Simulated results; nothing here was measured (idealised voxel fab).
The following process module bears the name voxel ribs on slabs.
185 nm wide, 5 nm square cells: that's cross-section cut.
Square cells in a grid make up a cross-section in this document, and the grid is given as bands, listed from the top down, each one or more rows of cells. Each band's line starts with the height of the band's top and of its bottom, in nm. Then come its materials from left to right, each with its width in nm. One material with "all across" fills the band from edge to edge. "blank" is empty space. Ref level 0: as-received wafer is one material below here. Bottom band extends down with no lower bound ("0 nm and below"). The expression "30..40" gives the width at the extremes of the band, the first number at its top row of cells and the second at its bottom row, with the width changing by equal amounts from each row to the next in between. "remained the same", as given for a step, is the statement that not any cell of the cross-section underwent a change during that step. "Cavities, closed": empty spaces of 8 cells or more with no open way to the top, each given as width x height at distance, distance from the left edge, all in nm. On each step's line, the part that comes after the settings is the simulator's own comment on the step. overlay nm: mask right of planned place by this much (step with mask). Neg. = left.
The planned process steps are enumerated hereunder:
- 1: RECEIVE, material Si
- 2: DIRECTIONAL_DEP, material SiO2, thk nm 30
- 3: DIRECTIONAL_DEP, material SiN, thk nm 20
- 4: MASKED_ETCH, tone cover, mask id RIB, width nm 25, etch materials SiN, depth nm 15, overlay nm 0
- 5: MASKED_ETCH, tone cover, mask id SLAB, width nm 75, etch materials SiN, depth nm 5, overlay nm 0
- 6: FILL_DEP, material SiO2, thk nm 25
- 7: CMP, height nm 70
- 8: DIRECTIONAL_DEP, material TiN, thk nm 5
- 9: PATTERN, tone cover, mask id HEATER, material resist, width nm 35, thk nm 20, overlay nm 0
- 10: DIRECTIONAL_ETCH, etch materials TiN, depth nm 5
- 11: STRIP, etch materials resist
- 12: CONFORMAL_DEP, material SiN, thk nm 5
Wafer cross-section on receipt, i.e. after step 1:
0 nm and below | Si all across
Cavities, closed: none
Look at the cross-section after the module: the wafer started out the way shown above and the plan was the one shown above, yet one mistake was made along the way:
80 nm to 75 nm | blank: 70 | SiN: 45 | blank: 70
75 nm to 70 nm | SiN: 75 | TiN: 35 | SiN: 75
70 nm to 50 nm | SiO2 all across
50 nm to 35 nm | SiO2: 80 | SiN: 25 | SiO2: 80
35 nm to 30 nm | SiO2: 60 | SiN: 70 | SiO2: 55
30 nm to 0 nm | SiO2 all across
0 nm and below | Si all across
Cavities, closed: none
Where did the run depart from the plan? step 5 was run on a setting that differed from the plan, and what really ran there is MASKED_ETCH, tone cover, mask id SLAB, width nm 70, etch materials SiN, depth nm 5, overlay nm 0
